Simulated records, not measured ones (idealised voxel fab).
process module | voxel self aligned contacts
cross-section cut | 240 nm wide | cells 5 nm
A cross-section is a grid of square cells, given in bands from the top down. A band is one or more rows of cells.
Each band's line starts with the height of the band's top and of its bottom, in nm. Then come its materials from left to right, each with its width in nm. One material with "throughout" fills the band from edge to edge. "air" is empty space.
Height 0 is the level under which the wafer as received is all one material. The lowest band goes on downwards, as in "0 down".
A width such as "30 to 40" changes by the same amount from each row of cells to the next, from the band's top row to its bottom row.
"no change" after a step means that no cell of the cross-section changed.
closed voids: empty space of 8 cells or more with no open way to the top, each as width x height at its distance from the left edge, in nm
after a step's settings: what the simulator itself notes on the step
overlay nm, on a step with a mask: how far to the right of its planned place the mask lay; to the left if negative
Each pair below shows a cross-section before one step and the cross-section after it, down to the lowest band that changed. The line under each pair gives the step between them, with its settings. The pairs can come from different runs of this module on the same starting wafer, so a pair continues from the pair above only where its "before" says so.
before
  70 to 60: aC 95 | air 50 | aC 95
  60 to 50: SiO2 throughout
  50 to 30: SiO2 60 | SiN 55 | SiO2 10 | SiN 55 | SiO2 60
  30 to 0: SiO2 60 | SiN 10 | polySi 35 | SiN 10 | SiO2 10 | SiN 10 | polySi 35 | SiN 10 | SiO2 60
  0 to -5: SiO2 throughout
  -5 down: Si throughout
  closed voids: none
after
  70 to 60: aC 95 | air 50 | aC 95
  60 to 50: SiO2 95 | air 50 | SiO2 95
  50 to 30: SiO2 60 | SiN 55 | air 10 | SiN 55 | SiO2 60
  30 to 0: SiO2 60 | SiN 10 | polySi 35 | SiN 10 | air 10 | SiN 10 | polySi 35 | SiN 10 | SiO2 60
  0 to -5: SiO2 115 | air 10 | SiO2 115
  below -5: unchanged
  closed voids: none
the step between: op DIRECTIONAL_ETCH | etch materials SiO2 | depth nm 65
before: the cross-section after the pair above
after
  60 to 50: SiO2 95 | air 50 | SiO2 95
  below 50: unchanged
  closed voids: none
the step between: op STRIP | etch materials aC
before: the cross-section after the pair above
after
  65 to 60: TiN 100 | air 40 | TiN 100
  60 to 55: SiO2 95 | TiN 5 | air 40 | TiN 5 | SiO2 95
  55 to 50: SiO2 95 | TiN 50 | SiO2 95
  50 to 30: SiO2 60 | SiN 55 | TiN 10 | SiN 55 | SiO2 60
  30 to 0: SiO2 60 | SiN 10 | polySi 35 | SiN 10 | TiN 10 | SiN 10 | polySi 35 | SiN 10 | SiO2 60
  0 to -5: SiO2 115 | TiN 10 | SiO2 115
  below -5: unchanged
  closed voids: none
the step between: op CONFORMAL_DEP | material TiN | thk nm 5
before: the cross-section after the pair above
after
  70 to 65: W throughout
  65 to 60: TiN 100 | W 40 | TiN 100
  60 to 55: SiO2 95 | TiN 5 | W 40 | TiN 5 | SiO2 95
  below 55: unchanged
  closed voids: none
the step between: op FILL_DEP | material W | thk nm 5
before: the cross-section after the pair above
after
  60 to 55: SiO2 95 | TiN 5 | W 40 | TiN 5 | SiO2 95
  below 55: unchanged
  closed voids: none
the step between: op CMP | height nm 60
before: the cross-section after the pair above
after
  65 to 60: SiN throughout
  below 60: unchanged
  closed voids: none
the step between: op CONFORMAL_DEP | material SiN | thk nm 5
before
  70 to 60: aC throughout
  60 to 50: SiO2 throughout
  50 to 30: SiO2 65 | SiN 45 | SiO2 20 | SiN 45 | SiO2 65
  30 to 0: SiO2 65 | SiN 10 | polySi 25 | SiN 10 | SiO2 20 | SiN 10 | polySi 25 | SiN 10 | SiO2 65
  0 to -5: SiO2 throughout
  -5 down: Si throughout
  closed voids: none
after
  95 to 70: resist 90 | air 50 | resist 100
  below 70: unchanged
  closed voids: none
the step between: op PATTERN | tone open | mask id CONTACT | material resist | width nm 50 | thk nm 25 | overlay nm -5
before: the cross-section after the pair above
after
  85 to 70: resist 90 | air 50 | resist 100
  70 to 60: aC 90 | air 50 | aC 100
  below 60: unchanged
  closed voids: none
the step between: op DIRECTIONAL_ETCH | etch materials aC | depth nm 10
before: the cross-section after the pair above
after
  70 to 60: aC 90 | air 50 | aC 100
  below 60: unchanged
  closed voids: none
the step between: op STRIP | etch materials resist
before: the cross-section after the pair above
after
  70 to 60: aC 90 | air 50 | aC 100
  60 to 50: SiO2 90 | air 50 | SiO2 100
  50 to 30: SiO2 65 | SiN 45 | air 20 | SiN 45 | SiO2 65
  30 to 0: SiO2 65 | SiN 10 | polySi 25 | SiN 10 | air 20 | SiN 10 | polySi 25 | SiN 10 | SiO2 65
  0 to -5: SiO2 110 | air 20 | SiO2 110
  below -5: unchanged
  closed voids: none
the step between: op DIRECTIONAL_ETCH | etch materials SiO2 | depth nm 65
before: the cross-section after the pair above
after
  60 to 50: SiO2 90 | air 50 | SiO2 100
  below 50: unchanged
  closed voids: none
the step between: op STRIP | etch materials aC
before: the cross-section after the pair above
after
  65 to 60: TiN 95 | air 40 | TiN 105
  60 to 50: SiO2 90 | TiN 5 to 25 | air 40 to 10 | TiN 5 to 15 | SiO2 100
  50 to 30: SiO2 65 | SiN 45 | TiN 5 | air 10 | TiN 5 | SiN 45 | SiO2 65
  30 to 0: SiO2 65 | SiN 10 | polySi 25 | SiN 10 | TiN 5 | air 10 | TiN 5 | SiN 10 | polySi 25 | SiN 10 | SiO2 65
  0 to -5: SiO2 110 | TiN 20 | SiO2 110
  below -5: unchanged
  closed voids: none
the step between: op CONFORMAL_DEP | material TiN | thk nm 5
before: the cross-section after the pair above
after
  70 to 65: W throughout
  65 to 60: TiN 95 | W 40 | TiN 105
  60 to 50: SiO2 90 | TiN 5 to 25 | W 40 to 10 | TiN 5 to 15 | SiO2 100
  50 to 30: SiO2 65 | SiN 45 | TiN 5 | W 10 | TiN 5 | SiN 45 | SiO2 65
  30 to 0: SiO2 65 | SiN 10 | polySi 25 | SiN 10 | TiN 5 | W 10 | TiN 5 | SiN 10 | polySi 25 | SiN 10 | SiO2 65
  below 0: unchanged
  closed voids: none
the step between: op FILL_DEP | material W | thk nm 5
before: the cross-section after the pair above
after
  60 to 50: SiO2 90 | TiN 5 to 25 | W 40 to 10 | TiN 5 to 15 | SiO2 100
  below 50: unchanged
  closed voids: none
the step between: op CMP | height nm 60
before: the cross-section after the pair above
after
  65 to 60: SiN throughout
  below 60: unchanged
  closed voids: none
the step between: op CONFORMAL_DEP | material SiN | thk nm 5
before
  50 to 30: air 75 | SiN 25 | air 40 | SiN 25 | air 75
  30 to 0: air 75 | polySi 25 | air 40 | polySi 25 | air 75
  0 to -5: SiO2 throughout
  -5 down: Si throughout
  closed voids: none
after
  60 to 50: air 65 | W 45 | air 20 | W 45 | air 65
  50 to 30: air 65 | W 10 | SiN 25 | W 10 | air 20 | W 10 | SiN 25 | W 10 | air 65
  30 to 10: air 65 | W 10 | polySi 25 | W 10 | air 20 | W 10 | polySi 25 | W 10 | air 65
  10 to 0: W 75 | polySi 25 | W 40 | polySi 25 | W 75
  below 0: unchanged
  closed voids: none
the step between: op CONFORMAL_DEP | material W | thk nm 10
before: the cross-section after the pair above
after
  75 to 60: SiO2 throughout
  60 to 50: SiO2 65 | W 45 | SiO2 20 | W 45 | SiO2 65
  50 to 30: SiO2 65 | W 10 | SiN 25 | W 10 | SiO2 20 | W 10 | SiN 25 | W 10 | SiO2 65
  30 to 10: SiO2 65 | W 10 | polySi 25 | W 10 | SiO2 20 | W 10 | polySi 25 | W 10 | SiO2 65
  below 10: unchanged
  closed voids: none
the step between: op FILL_DEP | material SiO2 | thk nm 15
before: the cross-section after the pair above
after
  60 to 50: SiO2 65 | W 45 | SiO2 20 | W 45 | SiO2 65
  below 50: unchanged
  closed voids: none
the step between: op CMP | height nm 60
before: the cross-section after the pair above
after
  70 to 60: aC throughout
  below 60: unchanged
  closed voids: none
the step between: op DIRECTIONAL_DEP | material aC | thk nm 10
before: the cross-section after the pair above
after
  95 to 70: resist 95 | air 50 | resist 95
  below 70: unchanged
  closed voids: none
the step between: op PATTERN | tone open | mask id CONTACT | material resist | width nm 50 | thk nm 25 | overlay nm 0
before: the cross-section after the pair above
after
  85 to 70: resist 95 | air 50 | resist 95
  70 to 60: aC 95 | air 50 | aC 95
  below 60: unchanged
  closed voids: none
the step between: op DIRECTIONAL_ETCH | etch materials aC | depth nm 10
before: the cross-section after the pair above
after
  70 to 60: aC 95 | air 50 | aC 95
  below 60: unchanged
  closed voids: none
the step between: op STRIP | etch materials resist
before: the cross-section after the pair above
after
  70 to 60: aC 95 | air 50 | aC 95
  60 to 50: SiO2 65 | W 45 | air 20 | W 45 | SiO2 65
  50 to 30: SiO2 65 | W 10 | SiN 25 | W 10 | air 20 | W 10 | SiN 25 | W 10 | SiO2 65
  30 to 10: SiO2 65 | W 10 | polySi 25 | W 10 | air 20 | W 10 | polySi 25 | W 10 | SiO2 65
  below 10: unchanged
  closed voids: none
the step between: op DIRECTIONAL_ETCH | etch materials SiO2 | depth nm 65
before: the cross-section after the pair above
after
  60 to 50: SiO2 65 | W 45 | air 20 | W 45 | SiO2 65
  below 50: unchanged
  closed voids: none
the step between: op STRIP | etch materials aC
before: the cross-section after the pair above
after
  65 to 60: TiN 115 | air 10 | TiN 115
  60 to 50: SiO2 65 | W 45 | TiN 5 | air 10 | TiN 5 | W 45 | SiO2 65
  50 to 30: SiO2 65 | W 10 | SiN 25 | W 10 | TiN 5 | air 10 | TiN 5 | W 10 | SiN 25 | W 10 | SiO2 65
  30 to 15: SiO2 65 | W 10 | polySi 25 | W 10 | TiN 5 | air 10 | TiN 5 | W 10 | polySi 25 | W 10 | SiO2 65
  15 to 10: SiO2 65 | W 10 | polySi 25 | W 10 | TiN 20 | W 10 | polySi 25 | W 10 | SiO2 65
  below 10: unchanged
  closed voids: none
the step between: op CONFORMAL_DEP | material TiN | thk nm 5
before: the cross-section after the pair above
after
  70 to 65: W throughout
  65 to 60: TiN 115 | W 10 | TiN 115
  60 to 50: SiO2 65 | W 45 | TiN 5 | W 10 | TiN 5 | W 45 | SiO2 65
  50 to 30: SiO2 65 | W 10 | SiN 25 | W 10 | TiN 5 | W 10 | TiN 5 | W 10 | SiN 25 | W 10 | SiO2 65
  30 to 15: SiO2 65 | W 10 | polySi 25 | W 10 | TiN 5 | W 10 | TiN 5 | W 10 | polySi 25 | W 10 | SiO2 65
  below 15: unchanged
  closed voids: none
the step between: op FILL_DEP | material W | thk nm 5
before: the cross-section after the pair above
after
  60 to 50: SiO2 65 | W 45 | TiN 5 | W 10 | TiN 5 | W 45 | SiO2 65
  below 50: unchanged
  closed voids: none
the step between: op CMP | height nm 60
before: the cross-section after the pair above
after
  65 to 60: SiN throughout
  below 60: unchanged
  closed voids: none
the step between: op CONFORMAL_DEP | material SiN | thk nm 5
before
  60 to 50: aC throughout
  50 to 30: SiN throughout
  30 to 0: polySi throughout
  0 to -5: SiO2 throughout
  -5 down: Si throughout
  closed voids: none
after
  90 to 60: resist 75 | air 25 | resist 40 | air 25 | resist 75
  below 60: unchanged
  closed voids: none
the step between: op PATTERN | tone open | mask id GATE | material resist | width nm 25 | pitch nm 65 | thk nm 30 | overlay nm 0
before: the cross-section after the pair above
after
  80 to 60: resist 75 | air 25 | resist 40 | air 25 | resist 75
  60 to 50: aC 75 | air 25 | aC 40 | air 25 | aC 75
  below 50: unchanged
  closed voids: none
the step between: op DIRECTIONAL_ETCH | etch materials aC | depth nm 10
before: the cross-section after the pair above
after
  60 to 50: aC 75 | air 25 | aC 40 | air 25 | aC 75
  below 50: unchanged
  closed voids: none
the step between: op STRIP | etch materials resist
before: the cross-section after the pair above
after
  60 to 50: aC 75 | air 25 | aC 40 | air 25 | aC 75
  50 to 30: SiN 75 | air 25 | SiN 40 | air 25 | SiN 75
  below 30: unchanged
  closed voids: none
the step between: op DIRECTIONAL_ETCH | etch materials SiN | depth nm 20
before: the cross-section after the pair above
after
  60 to 50: aC 75 | air 25 | aC 40 | air 25 | aC 75
  50 to 30: SiN 75 | air 25 | SiN 40 | air 25 | SiN 75
  30 to 0: polySi 75 | air 25 | polySi 40 | air 25 | polySi 75
  below 0: unchanged
  closed voids: none
the step between: op DIRECTIONAL_ETCH | etch materials polySi | depth nm 30
before: the cross-section after the pair above
after
  50 to 30: SiN 75 | air 25 | SiN 40 | air 25 | SiN 75
  below 30: unchanged
  closed voids: none
the step between: op STRIP | etch materials aC
before: the cross-section after the pair above
after
  60 to 30: SiN 85 | air 5 | SiN 60 | air 5 | SiN 85
  30 to 10: polySi 75 | SiN 10 | air 5 | SiN 10 | polySi 40 | SiN 10 | air 5 | SiN 10 | polySi 75
  10 to 0: polySi 75 | SiN 25 | polySi 40 | SiN 25 | polySi 75
  below 0: unchanged
  closed voids: none
the step between: op CONFORMAL_DEP | material SiN | thk nm 10
before: the cross-section after the pair above
after
  50 to 30: SiN 85 | air 5 | SiN 60 | air 5 | SiN 85
  30 to 0: polySi 75 | SiN 10 | air 5 | SiN 10 | polySi 40 | SiN 10 | air 5 | SiN 10 | polySi 75
  below 0: unchanged
  closed voids: none
the step between: op DIRECTIONAL_ETCH | etch materials SiN | depth nm 10
before: the cross-section after the pair above
after
  65 to 50: SiO2 throughout
  50 to 30: SiN 85 | SiO2 5 | SiN 60 | SiO2 5 | SiN 85
  30 to 0: polySi 75 | SiN 10 | SiO2 5 | SiN 10 | polySi 40 | SiN 10 | SiO2 5 | SiN 10 | polySi 75
  below 0: unchanged
  closed voids: none
the step between: op FILL_DEP | material SiO2 | thk nm 15
before: the cross-section after the pair above
after
  60 to 50: SiO2 throughout
  below 50: unchanged
  closed voids: none
the step between: op CMP | height nm 60
before: the cross-section after the pair above
after
  70 to 60: aC throughout
  below 60: unchanged
  closed voids: none
the step between: op DIRECTIONAL_DEP | material aC | thk nm 10
before: the cross-section after the pair above
after
  95 to 70: resist 95 | air 50 | resist 95
  below 70: unchanged
  closed voids: none
the step between: op PATTERN | tone open | mask id CONTACT | material resist | width nm 50 | thk nm 25 | overlay nm 0
before: the cross-section after the pair above
after
  85 to 70: resist 95 | air 50 | resist 95
  70 to 60: aC 95 | air 50 | aC 95
  below 60: unchanged
  closed voids: none
the step between: op DIRECTIONAL_ETCH | etch materials aC | depth nm 10
before: the cross-section after the pair above
after
  70 to 60: aC 95 | air 50 | aC 95
  below 60: unchanged
  closed voids: none
the step between: op STRIP | etch materials resist
before: the cross-section after the pair above
after
  70 to 60: aC 95 | air 50 | aC 95
  60 to 50: SiO2 95 | air 50 | SiO2 95
  below 50: unchanged
  closed voids: none
the step between: op DIRECTIONAL_ETCH | etch materials SiO2 | depth nm 65
before: the cross-section after the pair above
after
  60 to 50: SiO2 95 | air 50 | SiO2 95
  below 50: unchanged
  closed voids: none
the step between: op STRIP | etch materials aC
before: the cross-section after the pair above
after
  65 to 60: TiN 100 | air 40 | TiN 100
  60 to 55: SiO2 95 | TiN 5 | air 40 | TiN 5 | SiO2 95
  55 to 50: SiO2 95 | TiN 50 | SiO2 95
  below 50: unchanged
  closed voids: none
the step between: op CONFORMAL_DEP | material TiN | thk nm 5
before: the cross-section after the pair above
after
  70 to 65: W throughout
  65 to 60: TiN 100 | W 40 | TiN 100
  60 to 55: SiO2 95 | TiN 5 | W 40 | TiN 5 | SiO2 95
  below 55: unchanged
  closed voids: none
the step between: op FILL_DEP | material W | thk nm 5
before: the cross-section after the pair above
after
  60 to 55: SiO2 95 | TiN 5 | W 40 | TiN 5 | SiO2 95
  below 55: unchanged
  closed voids: none
the step between: op CMP | height nm 60
before: the cross-section after the pair above
after
  65 to 60: SiN throughout
  below 60: unchanged
  closed voids: none
the step between: op CONFORMAL_DEP | material SiN | thk nm 5
